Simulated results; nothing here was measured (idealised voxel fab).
This section sets out a process module, namely voxel transistor to metal.
Xsec cut, 215 nm wide, square cell size 5 nm.
Think of the cross-section as a grid of square cells. We describe it in bands, top to bottom, and each band covers one or more rows of those cells. Heights first: top, then bottom, in nm. Then materials, left to right, each with a width in nm. "full width" on a single material: fills the band edge to edge. "blank": empty space. Heights are expressed relative to 0, this being the level below which the as-received wafer comprises one material exclusively. The lowest band is unbounded in the downward direction and is denoted as in "z 0 and below". Graded width ("30 to 40"): value in top row of band = first number; value in bottom row = second number; row-to-row change constant. "nothing different", as given for a step, is the statement that not any cell of the cross-section underwent a change during that step. The entry titled "Closed void register" provides the empty spaces that have no open way to the top, restricted to those of 8 cells or more. Each is presented as width x height at distance, the distance being measured from the left edge, with all three in nm. Formally, on a step line, whatever follows the settings is a remark that the simulator itself makes on the step. Regarding "overlay nm": on a step with a mask, it is the distance the mask lay to the right of its planned place; a negative value places it to the left.
# These are the steps we planned for the process
1: RECEIVE,material Si
2: OXIDIZE,depth nm 5
3: CONFORMAL_DEP,material SiN,thk nm 15
4: MASKED_ETCH,tone cover,mask id ACTIVE,width nm 95,etch materials SiN,depth nm 15,overlay nm 0
5: MASKED_ETCH,tone cover,mask id ACTIVE,width nm 95,etch materials SiO2,depth nm 5,overlay nm 0
6: MASKED_ETCH,tone cover,mask id ACTIVE,width nm 95,etch materials Si,depth nm 35,overlay nm 0
7: OXIDIZE,depth nm 5
8: FILL_DEP,material SiO2,thk nm 10
9: CMP,height nm 15
10: SELECTIVE_ETCH,etch materials SiO2,depth nm 5
11: STRIP,etch materials SiN
12: SELECTIVE_ETCH,etch materials SiO2,depth nm 5
13: OXIDIZE,depth nm 5
14: DIRECTIONAL_DEP,material polySi,thk nm 30
15: DIRECTIONAL_DEP,material SiCN,thk nm 15
16: MASKED_ETCH,tone cover,mask id GATE,width nm 15,etch materials SiCN,depth nm 25,overlay nm 0
17: MASKED_ETCH,tone cover,mask id GATE,width nm 15,etch materials polySi,depth nm 40,overlay nm 0
18: CONFORMAL_DEP,material SiO2,thk nm 5
19: DIRECTIONAL_ETCH,etch materials SiO2,depth nm 5
20: CONFORMAL_DEP,material SiN,thk nm 5
21: DIRECTIONAL_ETCH,etch materials SiN,depth nm 5
22: DIRECTIONAL_ETCH,etch materials SiO2,depth nm 5
23: DIRECTIONAL_ETCH,etch materials Si,depth nm 15
24: EPI,material SiGe,thk nm 20
25: FILL_DEP,material SiO2,thk nm 10
26: CMP,height nm 40
27: DIRECTIONAL_DEP,material SiO2,thk nm 15
28: MASKED_ETCH,tone open,mask id CONTACT,width nm 25,pitch nm 50,etch materials SiO2,depth nm 45,overlay nm 0
29: CONFORMAL_DEP,material TiN,thk nm 5
30: FILL_DEP,material Ru,thk nm 10
31: CMP,height nm 55
32: CONFORMAL_DEP,material SiN,thk nm 5
33: DIRECTIONAL_DEP,material lowk,thk nm 15
34: PATTERN,tone open,mask id METAL_1,material resist,width nm 15,pitch nm 60,thk nm 20,overlay nm 0
35: DIRECTIONAL_ETCH,etch materials lowk,depth nm 15
36: DIRECTIONAL_ETCH,etch materials SiN,depth nm 5
37: STRIP,etch materials resist
38: CONFORMAL_DEP,material TiN,thk nm 5
39: FILL_DEP,material W,thk nm 5
40: CMP,height nm 75
41: EPI,material Ru,thk nm 5
42: FILL_DEP,material SiCN,thk nm 5
# First wafer out of two, processed as planned
# Incoming wafer, cross-sectional view, post step 1
z 0 and below = Si full width
Closed void register: none
# Cross-section through the wafer, step 2 finished
z 0 to -5 = SiO2 full width
Below -5 it's all the same as before, nothing changed down there.
# Cross-section through the wafer, step 3 finished
z 15 to 0 = SiN full width
Below 0 it's all the same as before, nothing changed down there.
# Cross-section through the wafer, step 4 finished
z 15 to 0 = blank 60 / SiN 95 / blank 60
Below 0 it's all the same as before, nothing changed down there.
# Cross-section through the wafer, step 5 finished
z 15 to 0 = blank 60 / SiN 95 / blank 60
z 0 to -5 = blank 60 / SiO2 95 / blank 60
Below -5 it's all the same as before, nothing changed down there.
# Cross-section through the wafer, step 6 finished
z 15 to 0 = blank 60 / SiN 95 / blank 60
z 0 to -5 = blank 60 / SiO2 95 / blank 60
z -5 to -40 = blank 60 / Si 95 / blank 60
Below -40 it's all the same as before, nothing changed down there.
# Cross-section through the wafer, step 7 finished
z 15 to 0 = blank 60 / SiN 95 / blank 60
z 0 to -5 = blank 60 / SiO2 95 / blank 60
z -5 to -40 = blank 60 / SiO2 5 / Si 85 / SiO2 5 / blank 60
z -40 to -45 = SiO2 65 / Si 85 / SiO2 65
Below -45 it's all the same as before, nothing changed down there.
# Cross-section through the wafer, step 8 finished
z 25 to 15 = SiO2 full width
z 15 to 0 = SiO2 60 / SiN 95 / SiO2 60
z 0 to -5 = SiO2 full width
z -5 to -45 = SiO2 65 / Si 85 / SiO2 65
Below -45 it's all the same as before, nothing changed down there.
# Cross-section through the wafer, step 9 finished
z 15 to 0 = SiO2 60 / SiN 95 / SiO2 60
Below 0 it's all the same as before, nothing changed down there.
# Cross-section through the wafer, step 10 finished
z 15 to 10 = blank 60 / SiN 95 / blank 60
Below 10 it's all the same as before, nothing changed down there.
# Cross-section through the wafer, step 11 finished
z 10 to 0 = SiO2 60 / blank 95 / SiO2 60
Below 0 it's all the same as before, nothing changed down there.
# Cross-section through the wafer, step 12 finished
z 5 to -5 = SiO2 55 / blank 105 / SiO2 55
Below -5 it's all the same as before, nothing changed down there.
# Cross-section through the wafer, step 13 finished
z 5 to -5 = SiO2 55 / blank 105 / SiO2 55
z -5 to -10 = SiO2 full width
Below -10 it's all the same as before, nothing changed down there.
# Cross-section through the wafer, step 14 finished
z 35 to 25 = polySi 55 / blank 105 / polySi 55
z 25 to 5 = polySi full width
z 5 to -5 = SiO2 55 / polySi 105 / SiO2 55
Below -5 it's all the same as before, nothing changed down there.
# Cross-section through the wafer, step 15 finished
z 50 to 40 = SiCN 55 / blank 105 / SiCN 55
z 40 to 35 = SiCN full width
z 35 to 25 = polySi 55 / SiCN 105 / polySi 55
Below 25 it's all the same as before, nothing changed down there.
# Cross-section through the wafer, step 16 finished
z 40 to 35 = blank 100 / SiCN 15 / blank 100
z 35 to 25 = polySi 55 / blank 45 / SiCN 15 / blank 45 / polySi 55
Below 25 it's all the same as before, nothing changed down there.
# Cross-section through the wafer, step 17 finished
z 40 to 25 = blank 100 / SiCN 15 / blank 100
z 25 to 5 = blank 100 / polySi 15 / blank 100
z 5 to -5 = SiO2 55 / blank 45 / polySi 15 / blank 45 / SiO2 55
Below -5 it's all the same as before, nothing changed down there.
# Cross-section through the wafer, step 18 finished
z 45 to 40 = blank 95 / SiO2 25 / blank 95
z 40 to 25 = blank 95 / SiO2 5 / SiCN 15 / SiO2 5 / blank 95
z 25 to 10 = blank 95 / SiO2 5 / polySi 15 / SiO2 5 / blank 95
z 10 to 0 = SiO2 60 / blank 35 / SiO2 5 / polySi 15 / SiO2 5 / blank 35 / SiO2 60
z 0 to -5 = SiO2 100 / polySi 15 / SiO2 100
Below -5 it's all the same as before, nothing changed down there.
# Cross-section through the wafer, step 19 finished
z 40 to 25 = blank 95 / SiO2 5 / SiCN 15 / SiO2 5 / blank 95
z 25 to 5 = blank 95 / SiO2 5 / polySi 15 / SiO2 5 / blank 95
z 5 to -5 = SiO2 60 / blank 35 / SiO2 5 / polySi 15 / SiO2 5 / blank 35 / SiO2 60
Below -5 it's all the same as before, nothing changed down there.
# Cross-section through the wafer, step 20 finished
z 45 to 40 = blank 90 / SiN 35 / blank 90
z 40 to 25 = blank 90 / SiN 5 / SiO2 5 / SiCN 15 / SiO2 5 / SiN 5 / blank 90
z 25 to 10 = blank 90 / SiN 5 / SiO2 5 / polySi 15 / SiO2 5 / SiN 5 / blank 90
z 10 to 5 = SiN 65 / blank 25 / SiN 5 / SiO2 5 / polySi 15 / SiO2 5 / SiN 5 / blank 25 / SiN 65
z 5 to 0 = SiO2 60 / SiN 5 / blank 25 / SiN 5 / SiO2 5 / polySi 15 / SiO2 5 / SiN 5 / blank 25 / SiN 5 / SiO2 60
z 0 to -5 = SiO2 60 / SiN 35 / SiO2 5 / polySi 15 / SiO2 5 / SiN 35 / SiO2 60
Below -5 it's all the same as before, nothing changed down there.
# Cross-section through the wafer, step 21 finished
z 40 to 25 = blank 90 / SiN 5 / SiO2 5 / SiCN 15 / SiO2 5 / SiN 5 / blank 90
z 25 to 5 = blank 90 / SiN 5 / SiO2 5 / polySi 15 / SiO2 5 / SiN 5 / blank 90
z 5 to -5 = SiO2 60 / SiN 5 / blank 25 / SiN 5 / SiO2 5 / polySi 15 / SiO2 5 / SiN 5 / blank 25 / SiN 5 / SiO2 60
Below -5 it's all the same as before, nothing changed down there.
# Cross-section through the wafer, step 22 finished
z 40 to 35 = blank 90 / SiN 5 / blank 5 / SiCN 15 / blank 5 / SiN 5 / blank 90
z 35 to 25 = blank 90 / SiN 5 / SiO2 5 / SiCN 15 / SiO2 5 / SiN 5 / blank 90
z 25 to 5 = blank 90 / SiN 5 / SiO2 5 / polySi 15 / SiO2 5 / SiN 5 / blank 90
z 5 to 0 = blank 60 / SiN 5 / blank 25 / SiN 5 / SiO2 5 / polySi 15 / SiO2 5 / SiN 5 / blank 25 / SiN 5 / blank 60
z 0 to -5 = SiO2 60 / SiN 5 / blank 25 / SiN 5 / SiO2 5 / polySi 15 / SiO2 5 / SiN 5 / blank 25 / SiN 5 / SiO2 60
z -5 to -10 = SiO2 65 / blank 25 / SiO2 35 / blank 25 / SiO2 65
Below -10 it's all the same as before, nothing changed down there.
# Cross-section through the wafer, step 23 finished
z 40 to 35 = blank 90 / SiN 5 / blank 5 / SiCN 15 / blank 5 / SiN 5 / blank 90
z 35 to 25 = blank 90 / SiN 5 / SiO2 5 / SiCN 15 / SiO2 5 / SiN 5 / blank 90
z 25 to 5 = blank 90 / SiN 5 / SiO2 5 / polySi 15 / SiO2 5 / SiN 5 / blank 90
z 5 to 0 = blank 60 / SiN 5 / blank 25 / SiN 5 / SiO2 5 / polySi 15 / SiO2 5 / SiN 5 / blank 25 / SiN 5 / blank 60
z 0 to -5 = SiO2 60 / SiN 5 / blank 25 / SiN 5 / SiO2 5 / polySi 15 / SiO2 5 / SiN 5 / blank 25 / SiN 5 / SiO2 60
z -5 to -10 = SiO2 65 / blank 25 / SiO2 35 / blank 25 / SiO2 65
z -10 to -25 = SiO2 65 / blank 25 / Si 35 / blank 25 / SiO2 65
Below -25 it's all the same as before, nothing changed down there.
# Cross-section through the wafer, step 24 finished
z 40 to 35 = blank 90 / SiN 5 / blank 5 / SiCN 15 / blank 5 / SiN 5 / blank 90
z 35 to 25 = blank 90 / SiN 5 / SiO2 5 / SiCN 15 / SiO2 5 / SiN 5 / blank 90
z 25 to 10 = blank 90 / SiN 5 / SiO2 5 / polySi 15 / SiO2 5 / SiN 5 / blank 90
z 10 to 5 = blank 70 / SiGe 20 / SiN 5 / SiO2 5 / polySi 15 / SiO2 5 / SiN 5 / SiGe 20 / blank 70
z 5 to 0 = blank 60 / SiN 5 / blank 5 / SiGe 20 / SiN 5 / SiO2 5 / polySi 15 / SiO2 5 / SiN 5 / SiGe 20 / blank 5 / SiN 5 / blank 60
z 0 to -5 = SiO2 60 / SiN 5 / blank 5 / SiGe 20 / SiN 5 / SiO2 5 / polySi 15 / SiO2 5 / SiN 5 / SiGe 20 / blank 5 / SiN 5 / SiO2 60
z -5 to -10 = SiO2 65 / SiGe 25 / SiO2 35 / SiGe 25 / SiO2 65
z -10 to -25 = SiO2 65 / SiGe 25 / Si 35 / SiGe 25 / SiO2 65
Below -25 it's all the same as before, nothing changed down there.
# Cross-section through the wafer, step 25 finished
z 50 to 40 = SiO2 full width
z 40 to 25 = SiO2 90 / SiN 5 / SiO2 5 / SiCN 15 / SiO2 5 / SiN 5 / SiO2 90
z 25 to 10 = SiO2 90 / SiN 5 / SiO2 5 / polySi 15 / SiO2 5 / SiN 5 / SiO2 90
z 10 to 5 = SiO2 70 / SiGe 20 / SiN 5 / SiO2 5 / polySi 15 / SiO2 5 / SiN 5 / SiGe 20 / SiO2 70
z 5 to -5 = SiO2 60 / SiN 5 / SiO2 5 / SiGe 20 / SiN 5 / SiO2 5 / polySi 15 / SiO2 5 / SiN 5 / SiGe 20 / SiO2 5 / SiN 5 / SiO2 60
Below -5 it's all the same as before, nothing changed down there.
# Cross-section through the wafer, step 26 finished
z 40 to 25 = SiO2 90 / SiN 5 / SiO2 5 / SiCN 15 / SiO2 5 / SiN 5 / SiO2 90
Below 25 it's all the same as before, nothing changed down there.
# Cross-section through the wafer, step 27 finished
z 55 to 40 = SiO2 full width
Below 40 it's all the same as before, nothing changed down there.
# Cross-section through the wafer, step 28 finished
z 55 to 40 = SiO2 70 / blank 25 / SiO2 25 / blank 25 / SiO2 70
z 40 to 25 = SiO2 70 / blank 20 / SiN 5 / SiO2 5 / SiCN 15 / SiO2 5 / SiN 5 / blank 20 / SiO2 70
z 25 to 10 = SiO2 70 / blank 20 / SiN 5 / SiO2 5 / polySi 15 / SiO2 5 / SiN 5 / blank 20 / SiO2 70
Below 10 it's all the same as before, nothing changed down there.
# Cross-section through the wafer, step 29 finished
z 60 to 55 = TiN 75 / blank 15 / TiN 35 / blank 15 / TiN 75
z 55 to 45 = SiO2 70 / TiN 5 / blank 15 / TiN 5 / SiO2 25 / TiN 5 / blank 15 / TiN 5 / SiO2 70
z 45 to 40 = SiO2 70 / TiN 5 / blank 10 / TiN 10 / SiO2 25 / TiN 10 / blank 10 / TiN 5 / SiO2 70
z 40 to 25 = SiO2 70 / TiN 5 / blank 10 / TiN 5 / SiN 5 / SiO2 5 / SiCN 15 / SiO2 5 / SiN 5 / TiN 5 / blank 10 / TiN 5 / SiO2 70
z 25 to 15 = SiO2 70 / TiN 5 / blank 10 / TiN 5 / SiN 5 / SiO2 5 / polySi 15 / SiO2 5 / SiN 5 / TiN 5 / blank 10 / TiN 5 / SiO2 70
z 15 to 10 = SiO2 70 / TiN 20 / SiN 5 / SiO2 5 / polySi 15 / SiO2 5 / SiN 5 / TiN 20 / SiO2 70
Below 10 it's all the same as before, nothing changed down there.
# Cross-section through the wafer, step 30 finished
z 70 to 60 = Ru full width
z 60 to 55 = TiN 75 / Ru 15 / TiN 35 / Ru 15 / TiN 75
z 55 to 45 = SiO2 70 / TiN 5 / Ru 15 / TiN 5 / SiO2 25 / TiN 5 / Ru 15 / TiN 5 / SiO2 70
z 45 to 40 = SiO2 70 / TiN 5 / Ru 10 / TiN 10 / SiO2 25 / TiN 10 / Ru 10 / TiN 5 / SiO2 70
z 40 to 25 = SiO2 70 / TiN 5 / Ru 10 / TiN 5 / SiN 5 / SiO2 5 / SiCN 15 / SiO2 5 / SiN 5 / TiN 5 / Ru 10 / TiN 5 / SiO2 70
z 25 to 15 = SiO2 70 / TiN 5 / Ru 10 / TiN 5 / SiN 5 / SiO2 5 / polySi 15 / SiO2 5 / SiN 5 / TiN 5 / Ru 10 / TiN 5 / SiO2 70
Below 15 it's all the same as before, nothing changed down there.
# Cross-section through the wafer, step 31 finished
z 55 to 45 = SiO2 70 / TiN 5 / Ru 15 / TiN 5 / SiO2 25 / TiN 5 / Ru 15 / TiN 5 / SiO2 70
Below 45 it's all the same as before, nothing changed down there.
# Cross-section through the wafer, step 32 finished
z 60 to 55 = SiN full width
Below 55 it's all the same as before, nothing changed down there.
# Cross-section through the wafer, step 33 finished
z 75 to 60 = lowk full width
Below 60 it's all the same as before, nothing changed down there.
# Cross-section through the wafer, step 34 finished
z 95 to 75 = resist 70 / blank 15 / resist 45 / blank 15 / resist 70
Below 75 it's all the same as before, nothing changed down there.
# Cross-section through the wafer, step 35 finished
z 95 to 75 = resist 70 / blank 15 / resist 45 / blank 15 / resist 70
z 75 to 60 = lowk 70 / blank 15 / lowk 45 / blank 15 / lowk 70
Below 60 it's all the same as before, nothing changed down there.
# Cross-section through the wafer, step 36 finished
z 95 to 75 = resist 70 / blank 15 / resist 45 / blank 15 / resist 70
z 75 to 60 = lowk 70 / blank 15 / lowk 45 / blank 15 / lowk 70
z 60 to 55 = SiN 70 / blank 15 / SiN 45 / blank 15 / SiN 70
Below 55 it's all the same as before, nothing changed down there.
# Cross-section through the wafer, step 37 finished
z 75 to 60 = lowk 70 / blank 15 / lowk 45 / blank 15 / lowk 70
Below 60 it's all the same as before, nothing changed down there.
# Cross-section through the wafer, step 38 finished
z 80 to 75 = TiN 75 / blank 5 / TiN 55 / blank 5 / TiN 75
z 75 to 60 = lowk 70 / TiN 5 / blank 5 / TiN 5 / lowk 45 / TiN 5 / blank 5 / TiN 5 / lowk 70
z 60 to 55 = SiN 70 / TiN 15 / SiN 45 / TiN 15 / SiN 70
Below 55 it's all the same as before, nothing changed down there.
# Cross-section through the wafer, step 39 finished
z 85 to 80 = W full width
z 80 to 75 = TiN 75 / W 5 / TiN 55 / W 5 / TiN 75
z 75 to 60 = lowk 70 / TiN 5 / W 5 / TiN 5 / lowk 45 / TiN 5 / W 5 / TiN 5 / lowk 70
Below 60 it's all the same as before, nothing changed down there.
# Cross-section through the wafer, step 40 finished
z 75 to 60 = lowk 70 / TiN 5 / W 5 / TiN 5 / lowk 45 / TiN 5 / W 5 / TiN 5 / lowk 70
Below 60 it's all the same as before, nothing changed down there.
# Cross-section through the wafer, step 41 finished
z 80 to 75 = blank 65 / Ru 25 / blank 35 / Ru 25 / blank 65
Below 75 it's all the same as before, nothing changed down there.
# Cross-section through the wafer, step 42 finished
z 85 to 80 = SiCN full width
z 80 to 75 = SiCN 65 / Ru 25 / SiCN 35 / Ru 25 / SiCN 65
Below 75 it's all the same as before, nothing changed down there.
# The second wafer began exactly as the first did and followed the same plan, but one mistake was made while running it; through step 26 inclusive, the two wafers are identical
# Second wafer, sectioned view, at step 27's planned end time
z 70 to 40 = SiO2 full width
Below 40 it's all the same as before, nothing changed down there.
# Second wafer, sectioned view, at step 28's planned end time
z 70 to 40 = SiO2 70 / blank 25 / SiO2 25 / blank 25 / SiO2 70
z 40 to 25 = SiO2 70 / blank 20 / SiN 5 / SiO2 5 / SiCN 15 / SiO2 5 / SiN 5 / blank 20 / SiO2 70
Below 25 it's all the same as before, nothing changed down there.
# Second wafer, sectioned view, at step 29's planned end time
z 75 to 70 = TiN 75 / blank 15 / TiN 35 / blank 15 / TiN 75
z 70 to 45 = SiO2 70 / TiN 5 / blank 15 / TiN 5 / SiO2 25 / TiN 5 / blank 15 / TiN 5 / SiO2 70
z 45 to 40 = SiO2 70 / TiN 5 / blank 10 / TiN 10 / SiO2 25 / TiN 10 / blank 10 / TiN 5 / SiO2 70
z 40 to 30 = SiO2 70 / TiN 5 / blank 10 / TiN 5 / SiN 5 / SiO2 5 / SiCN 15 / SiO2 5 / SiN 5 / TiN 5 / blank 10 / TiN 5 / SiO2 70
z 30 to 25 = SiO2 70 / TiN 20 / SiN 5 / SiO2 5 / SiCN 15 / SiO2 5 / SiN 5 / TiN 20 / SiO2 70
Below 25 it's all the same as before, nothing changed down there.
# Second wafer, sectioned view, at step 30's planned end time
z 85 to 75 = Ru full width
z 75 to 70 = TiN 75 / Ru 15 / TiN 35 / Ru 15 / TiN 75
z 70 to 45 = SiO2 70 / TiN 5 / Ru 15 / TiN 5 / SiO2 25 / TiN 5 / Ru 15 / TiN 5 / SiO2 70
z 45 to 40 = SiO2 70 / TiN 5 / Ru 10 / TiN 10 / SiO2 25 / TiN 10 / Ru 10 / TiN 5 / SiO2 70
z 40 to 30 = SiO2 70 / TiN 5 / Ru 10 / TiN 5 / SiN 5 / SiO2 5 / SiCN 15 / SiO2 5 / SiN 5 / TiN 5 / Ru 10 / TiN 5 / SiO2 70
Below 30 it's all the same as before, nothing changed down there.
# Second wafer, sectioned view, at step 31's planned end time
z 55 to 45 = SiO2 70 / TiN 5 / Ru 15 / TiN 5 / SiO2 25 / TiN 5 / Ru 15 / TiN 5 / SiO2 70
Below 45 it's all the same as before, nothing changed down there.
# Second wafer, sectioned view, at step 32's planned end time
z 60 to 55 = SiN full width
Below 55 it's all the same as before, nothing changed down there.
# Second wafer, sectioned view, at step 33's planned end time
z 75 to 60 = lowk full width
Below 60 it's all the same as before, nothing changed down there.
# Second wafer, sectioned view, at step 34's planned end time
z 95 to 75 = resist 70 / blank 15 / resist 45 / blank 15 / resist 70
Below 75 it's all the same as before, nothing changed down there.
# Second wafer, sectioned view, at step 35's planned end time
z 95 to 75 = resist 70 / blank 15 / resist 45 / blank 15 / resist 70
z 75 to 60 = lowk 70 / blank 15 / lowk 45 / blank 15 / lowk 70
Below 60 it's all the same as before, nothing changed down there.
# Second wafer, sectioned view, at step 36's planned end time
z 95 to 75 = resist 70 / blank 15 / resist 45 / blank 15 / resist 70
z 75 to 60 = lowk 70 / blank 15 / lowk 45 / blank 15 / lowk 70
z 60 to 55 = SiN 70 / blank 15 / SiN 45 / blank 15 / SiN 70
Below 55 it's all the same as before, nothing changed down there.
# Second wafer, sectioned view, at step 37's planned end time
z 75 to 60 = lowk 70 / blank 15 / lowk 45 / blank 15 / lowk 70
Below 60 it's all the same as before, nothing changed down there.
# Second wafer, sectioned view, at step 38's planned end time
z 80 to 75 = TiN 75 / blank 5 / TiN 55 / blank 5 / TiN 75
z 75 to 60 = lowk 70 / TiN 5 / blank 5 / TiN 5 / lowk 45 / TiN 5 / blank 5 / TiN 5 / lowk 70
z 60 to 55 = SiN 70 / TiN 15 / SiN 45 / TiN 15 / SiN 70
Below 55 it's all the same as before, nothing changed down there.
# Second wafer, sectioned view, at step 39's planned end time
z 85 to 80 = W full width
z 80 to 75 = TiN 75 / W 5 / TiN 55 / W 5 / TiN 75
z 75 to 60 = lowk 70 / TiN 5 / W 5 / TiN 5 / lowk 45 / TiN 5 / W 5 / TiN 5 / lowk 70
Below 60 it's all the same as before, nothing changed down there.
# Second wafer, sectioned view, at step 40's planned end time
z 75 to 60 = lowk 70 / TiN 5 / W 5 / TiN 5 / lowk 45 / TiN 5 / W 5 / TiN 5 / lowk 70
Below 60 it's all the same as before, nothing changed down there.
# Second wafer, sectioned view, at step 41's planned end time
z 80 to 75 = blank 65 / Ru 25 / blank 35 / Ru 25 / blank 65
Below 75 it's all the same as before, nothing changed down there.
# Second wafer, sectioned view, at step 42's planned end time
z 85 to 80 = SiCN full width
z 80 to 75 = SiCN 65 / Ru 25 / SiCN 35 / Ru 25 / SiCN 65
Below 75 it's all the same as before, nothing changed down there.
The plan and the run diverged here: step 27 in the plan was executed twice
Wrapping up, a cell-based count of both wafers puts the second over or under the first for these materials: -12 Ru, +24 SiO2, -12 TiN
